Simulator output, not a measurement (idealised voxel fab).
A process module follows: voxel ribs on slabs.
Section shown: cut. Width: 145 nm. Cell size: 5 nm, square.
If you're reading a cross-section in this doc, picture square cells in a grid; it comes to you as bands, top ones listed first down to the bottom, and a band can be one or more rows of cells.
Per band: top height and bottom height in nm, followed by the left-to-right materials and their widths in nm; "throughout" marks a single material spanning edge to edge, "air" marks empty space.
Heights are expressed relative to 0, this being the level below which the as-received wafer comprises one material exclusively. The lowest band is unbounded in the downward direction and is denoted as in "z 0 and below".
The notation "30->40" denotes a width that varies across the rows of cells in the band, beginning at the first number in the top row, finishing at the second number in the bottom row, and changing by an identical amount from each row to the next.
Any step labelled "no alteration" changed none of the cells in the cross-section.
Empty spaces without an open route to the top, at least 8 cells in extent, make up the entry "Voids, enclosed"; each is given as width x height at distance, where the distance is measured from the left edge, and all are in nm.
What comes after the settings on a step's line is commentary from the simulator itself on that step.
"overlay nm" denotes, for a step that has a mask, the displacement of the mask to the right of its planned place, with negative values corresponding to the left.
Pairs ahead. Before: cross-section ahead of one process step. After: cross-section once the step is done, shown to the lowest changed band only. Under each pair: that step, with settings. Caution: pairs may come from different runs of this module on the same starting wafer; a pair follows the pair above only where its "Status quo ante" entry says so.
Status quo ante
  z 0 and below  Si throughout
  Voids, enclosed: none
Step Result
  z 30 to 0  SiO2 throughout
  Below a height of 0, the structure has not been altered.
  Voids, enclosed: none
Which operation links the two cross-sections above? DIRECTIONAL_DEP [material SiO2] [thk nm 30]
Status quo ante: This step starts from the configuration shown after the step in the pair immediately above.
Step Result
  z 55 to 30  polySi throughout
  Below a height of 30, the structure has not been altered.
  Voids, enclosed: none
Which operation links the two cross-sections above? DIRECTIONAL_DEP [material polySi] [thk nm 25]
Status quo ante: This step starts from the configuration shown after the step in the pair immediately above.
Step Result
  z 70 to 55  air=55; resist=30; air=60
  Below a height of 55, the structure has not been altered.
  Voids, enclosed: none
Which operation links the two cross-sections above? PATTERN [tone cover] [mask id RIB] [material resist] [width nm 30] [thk nm 15] [overlay nm 0]
Status quo ante: This step starts from the configuration shown after the step in the pair immediately above.
Step Result
  z 70 to 55  air=55; resist=30; air=60
  z 55 to 35  air=55; polySi=30; air=60
  Below a height of 35, the structure has not been altered.
  Voids, enclosed: none
Which operation links the two cross-sections above? DIRECTIONAL_ETCH [etch materials polySi] [depth nm 20]
Status quo ante: This step starts from the configuration shown after the step in the pair immediately above.
Step Result
  z 55 to 35  air=55; polySi=30; air=60
  Below a height of 35, the structure has not been altered.
  Voids, enclosed: none
Which operation links the two cross-sections above? STRIP [etch materials resist]
Status quo ante: This step starts from the configuration shown after the step in the pair immediately above.
Step Result
  z 65 to 55  air=55; aC=30; air=60
  z 55 to 45  air=55; polySi=30; air=60
  z 45 to 35  aC=55; polySi=30; aC=60
  Below a height of 35, the structure has not been altered.
  Voids, enclosed: none
Which operation links the two cross-sections above? DIRECTIONAL_DEP [material aC] [thk nm 10]
Status quo ante: This step starts from the configuration shown after the step in the pair immediately above.
Step Result
  z 95 to 65  air=30; resist=80; air=35
  z 65 to 55  air=30; resist=25; aC=30; resist=25; air=35
  z 55 to 45  air=30; resist=25; polySi=30; resist=25; air=35
  Below a height of 45, the structure has not been altered.
  Voids, enclosed: none
Which operation links the two cross-sections above? PATTERN [tone cover] [mask id SLAB] [material resist] [width nm 80] [thk nm 30] [overlay nm 0]
Status quo ante: This step starts from the configuration shown after the step in the pair immediately above.
Step Result
  z 85 to 65  air=30; resist=80; air=35
  z 65 to 55  air=30; resist=25; aC=30; resist=25; air=35
  z 55 to 45  air=30; resist=25; polySi=30; resist=25; air=35
  z 45 to 35  air=30; aC=25; polySi=30; aC=25; air=35
  Below a height of 35, the structure has not been altered.
  Voids, enclosed: none
Which operation links the two cross-sections above? DIRECTIONAL_ETCH [etch materials aC] [depth nm 10]
Status quo ante: This step starts from the configuration shown after the step in the pair immediately above.
Step Result
  z 65 to 55  air=55; aC=30; air=60
  z 55 to 45  air=55; polySi=30; air=60
  Below a height of 45, the structure has not been altered.
  Voids, enclosed: none
Which operation links the two cross-sections above? STRIP [etch materials resist]
Status quo ante: This step starts from the configuration shown after the step in the pair immediately above.
Step Result
  z 65 to 55  air=55; aC=30; air=60
  z 55 to 45  air=55; polySi=30; air=60
  z 45 to 35  air=30; aC=25; polySi=30; aC=25; air=35
  z 35 to 30  air=30; polySi=80; air=35
  Below a height of 30, the structure has not been altered.
  Voids, enclosed: none
Which operation links the two cross-sections above? DIRECTIONAL_ETCH [etch materials polySi] [depth nm 5]
Status quo ante: This step starts from the configuration shown after the step in the pair immediately above.
Step Result
  z 55 to 35  air=55; polySi=30; air=60
  Below a height of 35, the structure has not been altered.
  Voids, enclosed: none
Which operation links the two cross-sections above? STRIP [etch materials aC]
Status quo ante: This step starts from the configuration shown after the step in the pair immediately above.
Step Result
  z 80 to 55  SiO2 throughout
  z 55 to 35  SiO2=55; polySi=30; SiO2=60
  z 35 to 30  SiO2=30; polySi=80; SiO2=35
  Below a height of 30, the structure has not been altered.
  Voids, enclosed: none
Which operation links the two cross-sections above? FILL_DEP [material SiO2] [thk nm 25]
Status quo ante: This step starts from the configuration shown after the step in the pair immediately above.
Step Result
  z 70 to 55  SiO2 throughout
  Below a height of 55, the structure has not been altered.
  Voids, enclosed: none
Which operation links the two cross-sections above? CMP [height nm 70]
Status quo ante: This step starts from the configuration shown after the step in the pair immediately above.
Step Result
  z 75 to 70  W throughout
  Below a height of 70, the structure has not been altered.
  Voids, enclosed: none
Which operation links the two cross-sections above? DIRECTIONAL_DEP [material W] [thk nm 5]
Status quo ante: This step starts from the configuration shown after the step in the pair immediately above.
Step Result
  z 75 to 70  air=50; W=40; air=55
  Below a height of 70, the structure has not been altered.
  Voids, enclosed: none
Which operation links the two cross-sections above? MASKED_ETCH [tone cover] [mask id HEATER] [width nm 40] [etch materials W] [depth nm 5] [overlay nm 0]
Status quo ante: This step starts from the configuration shown after the step in the pair immediately above.
Step Result
  z 80 to 75  air=45; SiN=50; air=50
  z 75 to 70  SiN=50; W=40; SiN=55
  Below a height of 70, the structure has not been altered.
  Voids, enclosed: none
Which operation links the two cross-sections above? CONFORMAL_DEP [material SiN] [thk nm 5]
Status quo ante
  z 30 to 0  SiO2 throughout
  z 0 and below  Si throughout
  Voids, enclosed: none
Step Result
  z 60 to 0  SiO2 throughout
  Below a height of 0, the structure has not been altered.
  Voids, enclosed: none
Which operation links the two cross-sections above? DIRECTIONAL_DEP [material SiO2] [thk nm 30]
Status quo ante: This step starts from the configuration shown after the step in the pair immediately above.
Step Result
  z 85 to 60  polySi throughout
  Below a height of 60, the structure has not been altered.
  Voids, enclosed: none
Which operation links the two cross-sections above? DIRECTIONAL_DEP [material polySi] [thk nm 25]
Status quo ante: This step starts from the configuration shown after the step in the pair immediately above.
Step Result
  z 100 to 85  air=55; resist=30; air=60
  Below a height of 85, the structure has not been altered.
  Voids, enclosed: none
Which operation links the two cross-sections above? PATTERN [tone cover] [mask id RIB] [material resist] [width nm 30] [thk nm 15] [overlay nm 0]
Status quo ante: This step starts from the configuration shown after the step in the pair immediately above.
Step Result
  z 100 to 85  air=55; resist=30; air=60
  z 85 to 65  air=55; polySi=30; air=60
  Below a height of 65, the structure has not been altered.
  Voids, enclosed: none
Which operation links the two cross-sections above? DIRECTIONAL_ETCH [etch materials polySi] [depth nm 20]
Status quo ante: This step starts from the configuration shown after the step in the pair immediately above.
Step Result
  z 85 to 65  air=55; polySi=30; air=60
  Below a height of 65, the structure has not been altered.
  Voids, enclosed: none
Which operation links the two cross-sections above? STRIP [etch materials resist]
Status quo ante: This step starts from the configuration shown after the step in the pair immediately above.
Step Result
  z 95 to 85  air=55; aC=30; air=60
  z 85 to 75  air=55; polySi=30; air=60
  z 75 to 65  aC=55; polySi=30; aC=60
  Below a height of 65, the structure has not been altered.
  Voids, enclosed: none
Which operation links the two cross-sections above? DIRECTIONAL_DEP [material aC] [thk nm 10]
Status quo ante: This step starts from the configuration shown after the step in the pair immediately above.
Step Result
  z 125 to 95  air=30; resist=80; air=35
  z 95 to 85  air=30; resist=25; aC=30; resist=25; air=35
  z 85 to 75  air=30; resist=25; polySi=30; resist=25; air=35
  Below a height of 75, the structure has not been altered.
  Voids, enclosed: none
Which operation links the two cross-sections above? PATTERN [tone cover] [mask id SLAB] [material resist] [width nm 80] [thk nm 30] [overlay nm 0]
Status quo ante: This step starts from the configuration shown after the step in the pair immediately above.
Step Result
  z 115 to 95  air=30; resist=80; air=35
  z 95 to 85  air=30; resist=25; aC=30; resist=25; air=35
  z 85 to 75  air=30; resist=25; polySi=30; resist=25; air=35
  z 75 to 65  air=30; aC=25; polySi=30; aC=25; air=35
  Below a height of 65, the structure has not been altered.
  Voids, enclosed: none
Which operation links the two cross-sections above? DIRECTIONAL_ETCH [etch materials aC] [depth nm 10]
Status quo ante: This step starts from the configuration shown after the step in the pair immediately above.
Step Result
  z 95 to 85  air=55; aC=30; air=60
  z 85 to 75  air=55; polySi=30; air=60
  Below a height of 75, the structure has not been altered.
  Voids, enclosed: none
Which operation links the two cross-sections above? STRIP [etch materials resist]
Status quo ante: This step starts from the configuration shown after the step in the pair immediately above.
Step Result
  z 95 to 85  air=55; aC=30; air=60
  z 85 to 75  air=55; polySi=30; air=60
  z 75 to 65  air=30; aC=25; polySi=30; aC=25; air=35
  z 65 to 60  air=30; polySi=80; air=35
  Below a height of 60, the structure has not been altered.
  Voids, enclosed: none
Which operation links the two cross-sections above? DIRECTIONAL_ETCH [etch materials polySi] [depth nm 5]
Status quo ante: This step starts from the configuration shown after the step in the pair immediately above.
Step Result
  z 85 to 65  air=55; polySi=30; air=60
  Below a height of 65, the structure has not been altered.
  Voids, enclosed: none
Which operation links the two cross-sections above? STRIP [etch materials aC]
Status quo ante: This step starts from the configuration shown after the step in the pair immediately above.
Step Result
  z 110 to 85  SiO2 throughout
  z 85 to 65  SiO2=55; polySi=30; SiO2=60
  z 65 to 60  SiO2=30; polySi=80; SiO2=35
  Below a height of 60, the structure has not been altered.
  Voids, enclosed: none
Which operation links the two cross-sections above? FILL_DEP [material SiO2] [thk nm 25]
Status quo ante: This step starts from the configuration shown after the step in the pair immediately above.
Step Result
  z 70 to 60  SiO2=55->30; polySi=30->80; SiO2=60->35
  Below a height of 60, the structure has not been altered.
  Voids, enclosed: none
Which operation links the two cross-sections above? CMP [height nm 70]
Status quo ante: This step starts from the configuration shown after the step in the pair immediately above.
Step Result
  z 75 to 70  W throughout
  Below a height of 70, the structure has not been altered.
  Voids, enclosed: none
Which operation links the two cross-sections above? DIRECTIONAL_DEP [material W] [thk nm 5]
Status quo ante: This step starts from the configuration shown after the step in the pair immediately above.
Step Result
  z 75 to 70  air=50; W=40; air=55
  Below a height of 70, the structure has not been altered.
  Voids, enclosed: none
Which operation links the two cross-sections above? MASKED_ETCH [tone cover] [mask id HEATER] [width nm 40] [etch materials W] [depth nm 5] [overlay nm 0]
Status quo ante: This step starts from the configuration shown after the step in the pair immediately above.
Step Result
  z 80 to 75  air=45; SiN=50; air=50
  z 75 to 70  SiN=50; W=40; SiN=55
  Below a height of 70, the structure has not been altered.
  Voids, enclosed: none
Which operation links the two cross-sections above? CONFORMAL_DEP [material SiN] [thk nm 5]
Status quo ante
  z 0 and below  Si throughout
  Voids, enclosed: none
Step Result
  z 25 to 0  polySi throughout
  Below a height of 0, the structure has not been altered.
  Voids, enclosed: none
Which operation links the two cross-sections above? DIRECTIONAL_DEP [material polySi] [thk nm 25]
Status quo ante: This step starts from the configuration shown after the step in the pair immediately above.
Step Result
  z 55 to 25  SiO2 throughout
  Below a height of 25, the structure has not been altered.
  Voids, enclosed: none
Which operation links the two cross-sections above? DIRECTIONAL_DEP [material SiO2] [thk nm 30]
Status quo ante: This step starts from the configuration shown after the step in the pair immediately above.
Step Result
  z 70 to 55  air=55; resist=30; air=60
  Below a height of 55, the structure has not been altered.
  Voids, enclosed: none
Which operation links the two cross-sections above? PATTERN [tone cover] [mask id RIB] [material resist] [width nm 30] [thk nm 15] [overlay nm 0]
Status quo ante: This step starts from the configuration shown after the step in the pair immediately above.
Step Result
  z 55 to 25  SiO2 throughout
  Below a height of 25, the structure has not been altered.
  Voids, enclosed: none
Which operation links the two cross-sections above? STRIP [etch materials resist]
Status quo ante: This step starts from the configuration shown after the step in the pair immediately above.
Step Result
  z 65 to 55  aC throughout
  Below a height of 55, the structure has not been altered.
  Voids, enclosed: none
Which operation links the two cross-sections above? DIRECTIONAL_DEP [material aC] [thk nm 10]
Status quo ante: This step starts from the configuration shown after the step in the pair immediately above.
Step Result
  z 95 to 65  air=30; resist=80; air=35
  Below a height of 65, the structure has not been altered.
  Voids, enclosed: none
Which operation links the two cross-sections above? PATTERN [tone cover] [mask id SLAB] [material resist] [width nm 80] [thk nm 30] [overlay nm 0]
Status quo ante: This step starts from the configuration shown after the step in the pair immediately above.
Step Result
  z 85 to 65  air=30; resist=80; air=35
  z 65 to 55  air=30; aC=80; air=35
  Below a height of 55, the structure has not been altered.
  Voids, enclosed: none
Which operation links the two cross-sections above? DIRECTIONAL_ETCH [etch materials aC] [depth nm 10]
Status quo ante: This step starts from the configuration shown after the step in the pair immediately above.
Step Result
  z 65 to 55  air=30; aC=80; air=35
  Below a height of 55, the structure has not been altered.
  Voids, enclosed: none
Which operation links the two cross-sections above? STRIP [etch materials resist]
Status quo ante: This step starts from the configuration shown after the step in the pair immediately above.
Step Result
  z 55 to 25  SiO2 throughout
  Below a height of 25, the structure has not been altered.
  Voids, enclosed: none
Which operation links the two cross-sections above? STRIP [etch materials aC]
Status quo ante: This step starts from the configuration shown after the step in the pair immediately above.
Step Result
  z 80 to 25  SiO2 throughout
  Below a height of 25, the structure has not been altered.
  Voids, enclosed: none
Which operation links the two cross-sections above? FILL_DEP [material SiO2] [thk nm 25]
Status quo ante: This step starts from the configuration shown after the step in the pair immediately above.
Step Result
  z 70 to 25  SiO2 throughout
  Below a height of 25, the structure has not been altered.
  Voids, enclosed: none
Which operation links the two cross-sections above? CMP [height nm 70]
Status quo ante: This step starts from the configuration shown after the step in the pair immediately above.
Step Result
  z 75 to 70  W throughout
  Below a height of 70, the structure has not been altered.
  Voids, enclosed: none
Which operation links the two cross-sections above? DIRECTIONAL_DEP [material W] [thk nm 5]
Status quo ante: This step starts from the configuration shown after the step in the pair immediately above.
Step Result
  z 75 to 70  air=50; W=40; air=55
  Below a height of 70, the structure has not been altered.
  Voids, enclosed: none
Which operation links the two cross-sections above? MASKED_ETCH [tone cover] [mask id HEATER] [width nm 40] [etch materials W] [depth nm 5] [overlay nm 0]
Status quo ante: This step starts from the configuration shown after the step in the pair immediately above.
Step Result
  z 80 to 75  air=45; SiN=50; air=50
  z 75 to 70  SiN=50; W=40; SiN=55
  Below a height of 70, the structure has not been altered.
  Voids, enclosed: none
Which operation links the two cross-sections above? CONFORMAL_DEP [material SiN] [thk nm 5]
Status quo ante
  z 30 to 0  SiO2 throughout
  z 0 and below  Si throughout
  Voids, enclosed: none
Step Result
  z 60 to 30  polySi throughout
  Below a height of 30, the structure has not been altered.
  Voids, enclosed: none
Which operation links the two cross-sections above? DIRECTIONAL_DEP [material polySi] [thk nm 30]
Status quo ante: This step starts from the configuration shown after the step in the pair immediately above.
Step Result
  z 75 to 60  air=55; resist=30; air=60
  Below a height of 60, the structure has not been altered.
  Voids, enclosed: none
Which operation links the two cross-sections above? PATTERN [tone cover] [mask id RIB] [material resist] [width nm 30] [thk nm 15] [overlay nm 0]
Status quo ante: This step starts from the configuration shown after the step in the pair immediately above.
Step Result
  z 75 to 60  air=55; resist=30; air=60
  z 60 to 40  air=55; polySi=30; air=60
  Below a height of 40, the structure has not been altered.
  Voids, enclosed: none
Which operation links the two cross-sections above? DIRECTIONAL_ETCH [etch materials polySi] [depth nm 20]
Status quo ante: This step starts from the configuration shown after the step in the pair immediately above.
Step Result
  z 60 to 40  air=55; polySi=30; air=60
  Below a height of 40, the structure has not been altered.
  Voids, enclosed: none
Which operation links the two cross-sections above? STRIP [etch materials resist]
Status quo ante: This step starts from the configuration shown after the step in the pair immediately above.
Step Result
  z 70 to 60  air=55; aC=30; air=60
  z 60 to 50  air=55; polySi=30; air=60
  z 50 to 40  aC=55; polySi=30; aC=60
  Below a height of 40, the structure has not been altered.
  Voids, enclosed: none
Which operation links the two cross-sections above? DIRECTIONAL_DEP [material aC] [thk nm 10]
Status quo ante: This step starts from the configuration shown after the step in the pair immediately above.
Step Result
  z 100 to 70  air=30; resist=80; air=35
  z 70 to 60  air=30; resist=25; aC=30; resist=25; air=35
  z 60 to 50  air=30; resist=25; polySi=30; resist=25; air=35
  Below a height of 50, the structure has not been altered.
  Voids, enclosed: none
Which operation links the two cross-sections above? PATTERN [tone cover] [mask id SLAB] [material resist] [width nm 80] [thk nm 30] [overlay nm 0]
Status quo ante: This step starts from the configuration shown after the step in the pair immediately above.
Step Result
  z 90 to 70  air=30; resist=80; air=35
  z 70 to 60  air=30; resist=25; aC=30; resist=25; air=35
  z 60 to 50  air=30; resist=25; polySi=30; resist=25; air=35
  z 50 to 40  air=30; aC=25; polySi=30; aC=25; air=35
  Below a height of 40, the structure has not been altered.
  Voids, enclosed: none
Which operation links the two cross-sections above? DIRECTIONAL_ETCH [etch materials aC] [depth nm 10]
Status quo ante: This step starts from the configuration shown after the step in the pair immediately above.
Step Result
  z 70 to 60  air=55; aC=30; air=60
  z 60 to 50  air=55; polySi=30; air=60
  Below a height of 50, the structure has not been altered.
  Voids, enclosed: none
Which operation links the two cross-sections above? STRIP [etch materials resist]
Status quo ante: This step starts from the configuration shown after the step in the pair immediately above.
Step Result
  z 70 to 60  air=55; aC=30; air=60
  z 60 to 50  air=55; polySi=30; air=60
  z 50 to 40  air=30; aC=25; polySi=30; aC=25; air=35
  z 40 to 35  air=30; polySi=80; air=35
  Below a height of 35, the structure has not been altered.
  Voids, enclosed: none
Which operation links the two cross-sections above? DIRECTIONAL_ETCH [etch materials polySi] [depth nm 5]
Status quo ante: This step starts from the configuration shown after the step in the pair immediately above.
Step Result
  z 60 to 40  air=55; polySi=30; air=60
  Below a height of 40, the structure has not been altered.
  Voids, enclosed: none
Which operation links the two cross-sections above? STRIP [etch materials aC]
Status quo ante: This step starts from the configuration shown after the step in the pair immediately above.
Step Result
  z 85 to 60  SiO2 throughout
  z 60 to 40  SiO2=55; polySi=30; SiO2=60
  z 40 to 35  SiO2=30; polySi=80; SiO2=35
  Below a height of 35, the structure has not been altered.
  Voids, enclosed: none
Which operation links the two cross-sections above? FILL_DEP [material SiO2] [thk nm 25]
Status quo ante: This step starts from the configuration shown after the step in the pair immediately above.
Step Result
  z 70 to 60  SiO2 throughout
  Below a height of 60, the structure has not been altered.
  Voids, enclosed: none
Which operation links the two cross-sections above? CMP [height nm 70]
Status quo ante: This step starts from the configuration shown after the step in the pair immediately above.
Step Result
  z 75 to 70  W throughout
  Below a height of 70, the structure has not been altered.
  Voids, enclosed: none
Which operation links the two cross-sections above? DIRECTIONAL_DEP [material W] [thk nm 5]
Status quo ante: This step starts from the configuration shown after the step in the pair immediately above.
Step Result
  z 75 to 70  air=50; W=40; air=55
  Below a height of 70, the structure has not been altered.
  Voids, enclosed: none
Which operation links the two cross-sections above? MASKED_ETCH [tone cover] [mask id HEATER] [width nm 40] [etch materials W] [depth nm 5] [overlay nm 0]
Status quo ante: This step starts from the configuration shown after the step in the pair immediately above.
Step Result
  z 80 to 75  air=45; SiN=50; air=50
  z 75 to 70  SiN=50; W=40; SiN=55
  Below a height of 70, the structure has not been altered.
  Voids, enclosed: none
Which operation links the two cross-sections above? CONFORMAL_DEP [material SiN] [thk nm 5]
Status quo ante
  z 65 to 55  air=55; aC=30; air=60
  z 55 to 45  air=55; polySi=30; air=60
  z 45 to 35  aC=55; polySi=30; aC=60
  z 35 to 30  polySi throughout
  z 30 to 0  SiO2 throughout
  z 0 and below  Si throughout
  Voids, enclosed: none
Step Result
  z 95 to 65  air=25; resist=90; air=30
  z 65 to 55  air=25; resist=30; aC=30; resist=30; air=30
  z 55 to 45  air=25; resist=30; polySi=30; resist=30; air=30
  Below a height of 45, the structure has not been altered.
  Voids, enclosed: none
Which operation links the two cross-sections above? PATTERN [tone cover] [mask id SLAB] [material resist] [width nm 90] [thk nm 30] [overlay nm 0]
Status quo ante: This step starts from the configuration shown after the step in the pair immediately above.
Step Result
  z 85 to 65  air=25; resist=90; air=30
  z 65 to 55  air=25; resist=30; aC=30; resist=30; air=30
  z 55 to 45  air=25; resist=30; polySi=30; resist=30; air=30
  z 45 to 35  air=25; aC=30; polySi=30; aC=30; air=30
  Below a height of 35, the structure has not been altered.
  Voids, enclosed: none
Which operation links the two cross-sections above? DIRECTIONAL_ETCH [etch materials aC] [depth nm 10]
Status quo ante: This step starts from the configuration shown after the step in the pair immediately above.
Step Result
  z 65 to 55  air=55; aC=30; air=60
  z 55 to 45  air=55; polySi=30; air=60
  Below a height of 45, the structure has not been altered.
  Voids, enclosed: none
Which operation links the two cross-sections above? STRIP [etch materials resist]
Status quo ante: This step starts from the configuration shown after the step in the pair immediately above.
Step Result
  z 65 to 55  air=55; aC=30; air=60
  z 55 to 45  air=55; polySi=30; air=60
  z 45 to 35  air=25; aC=30; polySi=30; aC=30; air=30
  z 35 to 30  air=25; polySi=90; air=30
  Below a height of 30, the structure has not been altered.
  Voids, enclosed: none
Which operation links the two cross-sections above? DIRECTIONAL_ETCH [etch materials polySi] [depth nm 5]
Status quo ante: This step starts from the configuration shown after the step in the pair immediately above.
Step Result
  z 55 to 35  air=55; polySi=30; air=60
  Below a height of 35, the structure has not been altered.
  Voids, enclosed: none
Which operation links the two cross-sections above? STRIP [etch materials aC]
Status quo ante: This step starts from the configuration shown after the step in the pair immediately above.
Step Result
  z 80 to 55  SiO2 throughout
  z 55 to 35  SiO2=55; polySi=30; SiO2=60
  z 35 to 30  SiO2=25; polySi=90; SiO2=30
  Below a height of 30, the structure has not been altered.
  Voids, enclosed: none
Which operation links the two cross-sections above? FILL_DEP [material SiO2] [thk nm 25]
Status quo ante: This step starts from the configuration shown after the step in the pair immediately above.
Step Result
  z 70 to 55  SiO2 throughout
  Below a height of 55, the structure has not been altered.
  Voids, enclosed: none
Which operation links the two cross-sections above? CMP [height nm 70]
Status quo ante: This step starts from the configuration shown after the step in the pair immediately above.
Step Result
  z 75 to 70  W throughout
  Below a height of 70, the structure has not been altered.
  Voids, enclosed: none
Which operation links the two cross-sections above? DIRECTIONAL_DEP [material W] [thk nm 5]
Status quo ante: This step starts from the configuration shown after the step in the pair immediately above.
Step Result
  z 75 to 70  air=50; W=40; air=55
  Below a height of 70, the structure has not been altered.
  Voids, enclosed: none
Which operation links the two cross-sections above? MASKED_ETCH [tone cover] [mask id HEATER] [width nm 40] [etch materials W] [depth nm 5] [overlay nm 0]
Status quo ante: This step starts from the configuration shown after the step in the pair immediately above.
Step Result
  z 80 to 75  air=45; SiN=50; air=50
  z 75 to 70  SiN=50; W=40; SiN=55
  Below a height of 70, the structure has not been altered.
  Voids, enclosed: none
Which operation links the two cross-sections above? CONFORMAL_DEP [material SiN] [thk nm 5]
Status quo ante
  z 65 to 55  air=55; aC=30; air=60
  z 55 to 45  air=55; polySi=30; air=60
  z 45 to 35  aC=55; polySi=30; aC=60
  z 35 to 30  polySi throughout
  z 30 to 0  SiO2 throughout
  z 0 and below  Si throughout
  Voids, enclosed: none
Step Result
  z 95 to 65  air=40; resist=80; air=25
  z 65 to 55  air=40; resist=15; aC=30; resist=35; air=25
  z 55 to 45  air=40; resist=15; polySi=30; resist=35; air=25
  Below a height of 45, the structure has not been altered.
  Voids, enclosed: none
Which operation links the two cross-sections above? PATTERN [tone cover] [mask id SLAB] [material resist] [width nm 80] [thk nm 30] [overlay nm 10]
Status quo ante: This step starts from the configuration shown after the step in the pair immediately above.
Step Result
  z 85 to 65  air=40; resist=80; air=25
  z 65 to 55  air=40; resist=15; aC=30; resist=35; air=25
  z 55 to 45  air=40; resist=15; polySi=30; resist=35; air=25
  z 45 to 35  air=40; aC=15; polySi=30; aC=35; air=25
  Below a height of 35, the structure has not been altered.
  Voids, enclosed: none
Which operation links the two cross-sections above? DIRECTIONAL_ETCH [etch materials aC] [depth nm 10]
Status quo ante: This step starts from the configuration shown after the step in the pair immediately above.
Step Result
  z 65 to 55  air=55; aC=30; air=60
  z 55 to 45  air=55; polySi=30; air=60
  Below a height of 45, the structure has not been altered.
  Voids, enclosed: none
Which operation links the two cross-sections above? STRIP [etch materials resist]
Status quo ante: This step starts from the configuration shown after the step in the pair immediately above.
Step Result
  z 65 to 55  air=55; aC=30; air=60
  z 55 to 45  air=55; polySi=30; air=60
  z 45 to 35  air=40; aC=15; polySi=30; aC=35; air=25
  z 35 to 30  air=40; polySi=80; air=25
  Below a height of 30, the structure has not been altered.
  Voids, enclosed: none
Which operation links the two cross-sections above? DIRECTIONAL_ETCH [etch materials polySi] [depth nm 5]
Status quo ante: This step starts from the configuration shown after the step in the pair immediately above.
Step Result
  z 55 to 35  air=55; polySi=30; air=60
  Below a height of 35, the structure has not been altered.
  Voids, enclosed: none
Which operation links the two cross-sections above? STRIP [etch materials aC]
Status quo ante: This step starts from the configuration shown after the step in the pair immediately above.
Step Result
  z 80 to 55  SiO2 throughout
  z 55 to 35  SiO2=55; polySi=30; SiO2=60
  z 35 to 30  SiO2=40; polySi=80; SiO2=25
  Below a height of 30, the structure has not been altered.
  Voids, enclosed: none
Which operation links the two cross-sections above? FILL_DEP [material SiO2] [thk nm 25]
Status quo ante: This step starts from the configuration shown after the step in the pair immediately above.
Step Result
  z 70 to 55  SiO2 throughout
  Below a height of 55, the structure has not been altered.
  Voids, enclosed: none
Which operation links the two cross-sections above? CMP [height nm 70]
Status quo ante: This step starts from the configuration shown after the step in the pair immediately above.
Step Result
  z 75 to 70  W throughout
  Below a height of 70, the structure has not been altered.
  Voids, enclosed: none
Which operation links the two cross-sections above? DIRECTIONAL_DEP [material W] [thk nm 5]
Status quo ante: This step starts from the configuration shown after the step in the pair immediately above.
Step Result
  z 75 to 70  air=50; W=40; air=55
  Below a height of 70, the structure has not been altered.
  Voids, enclosed: none
Which operation links the two cross-sections above? MASKED_ETCH [tone cover] [mask id HEATER] [width nm 40] [etch materials W] [depth nm 5] [overlay nm 0]
Status quo ante: This step starts from the configuration shown after the step in the pair immediately above.
Step Result
  z 80 to 75  air=45; SiN=50; air=50
  z 75 to 70  SiN=50; W=40; SiN=55
  Below a height of 70, the structure has not been altered.
  Voids, enclosed: none
Which operation links the two cross-sections above? CONFORMAL_DEP [material SiN] [thk nm 5]
Status quo ante
  z 75 to 70  air=50; W=40; air=55
  z 70 to 55  SiO2 throughout
  z 55 to 35  SiO2=55; polySi=30; SiO2=60
  z 35 to 30  SiO2=30; polySi=80; SiO2=35
  z 30 to 0  SiO2 throughout
  z 0 and below  Si throughout
  Voids, enclosed: none
Step Result
  z 80 to 75  air=45; polySi=50; air=50
  z 75 to 70  polySi=50; W=40; polySi=55
  Below a height of 70, the structure has not been altered.
  Voids, enclosed: none
Which operation links the two cross-sections above? CONFORMAL_DEP [material polySi] [thk nm 5]
Status quo ante
  z 55 to 30  polySi throughout
  z 30 to 0  SiO2 throughout
  z 0 and below  Si throughout
  Voids, enclosed: none
Step Result
  z 70 to 55  resist=55; air=30; resist=60
  Below a height of 55, the structure has not been altered.
  Voids, enclosed: none
Which operation links the two cross-sections above? PATTERN [tone open] [mask id RIB] [material resist] [width nm 30] [thk nm 15] [overlay nm 0]
Status quo ante: This step starts from the configuration shown after the step in the pair immediately above.
Step Result
  z 70 to 55  resist=55; air=30; resist=60
  z 55 to 35  polySi=55; air=30; polySi=60
  Below a height of 35, the structure has not been altered.
  Voids, enclosed: none
Which operation links the two cross-sections above? DIRECTIONAL_ETCH [etch materials polySi] [depth nm 20]
Status quo ante: This step starts from the configuration shown after the step in the pair immediately above.
Step Result
  z 55 to 35  polySi=55; air=30; polySi=60
  Below a height of 35, the structure has not been altered.
  Voids, enclosed: none
Which operation links the two cross-sections above? STRIP [etch materials resist]
Status quo ante: This step starts from the configuration shown after the step in the pair immediately above.
Step Result
  z 65 to 55  aC=55; air=30; aC=60
  z 55 to 45  polySi=55; air=30; polySi=60
  z 45 to 35  polySi=55; aC=30; polySi=60
  Below a height of 35, the structure has not been altered.
  Voids, enclosed: none
Which operation links the two cross-sections above? DIRECTIONAL_DEP [material aC] [thk nm 10]
Status quo ante: This step starts from the configuration shown after the step in the pair immediately above.
Step Result
  z 95 to 65  air=30; resist=80; air=35
  z 65 to 55  aC=55; resist=30; aC=60
  z 55 to 45  polySi=55; resist=30; polySi=60
  Below a height of 45, the structure has not been altered.
  Voids, enclosed: none
Which operation links the two cross-sections above? PATTERN [tone cover] [mask id SLAB] [material resist] [width nm 80] [thk nm 30] [overlay nm 0]
Status quo ante: This step starts from the configuration shown after the step in the pair immediately above.
Step Result
  z 85 to 65  air=30; resist=80; air=35
  z 65 to 55  air=30; aC=25; resist=30; aC=25; air=35
  Below a height of 55, the structure has not been altered.
  Voids, enclosed: none
Which operation links the two cross-sections above? DIRECTIONAL_ETCH [etch materials aC] [depth nm 10]
Status quo ante: This step starts from the configuration shown after the step in the pair immediately above.
Step Result
  z 65 to 55  air=30; aC=25; air=30; aC=25; air=35
  z 55 to 45  polySi=55; air=30; polySi=60
  Below a height of 45, the structure has not been altered.
  Voids, enclosed: none
Which operation links the two cross-sections above? STRIP [etch materials resist]
Status quo ante: This step starts from the configuration shown after the step in the pair immediately above.
Step Result
  z 65 to 55  air=30; aC=25; air=30; aC=25; air=35
  z 55 to 50  air=30; polySi=25; air=30; polySi=25; air=35
  Below a height of 50, the structure has not been altered.
  Voids, enclosed: none
Which operation links the two cross-sections above? DIRECTIONAL_ETCH [etch materials polySi] [depth nm 5]
Status quo ante: This step starts from the configuration shown after the step in the pair immediately above.
Step Result
  z 55 to 50  air=30; polySi=25; air=30; polySi=25; air=35
  z 50 to 35  polySi=55; air=30; polySi=60
  Below a height of 35, the structure has not been altered.
  Voids, enclosed: none
Which operation links the two cross-sections above? STRIP [etch materials aC]
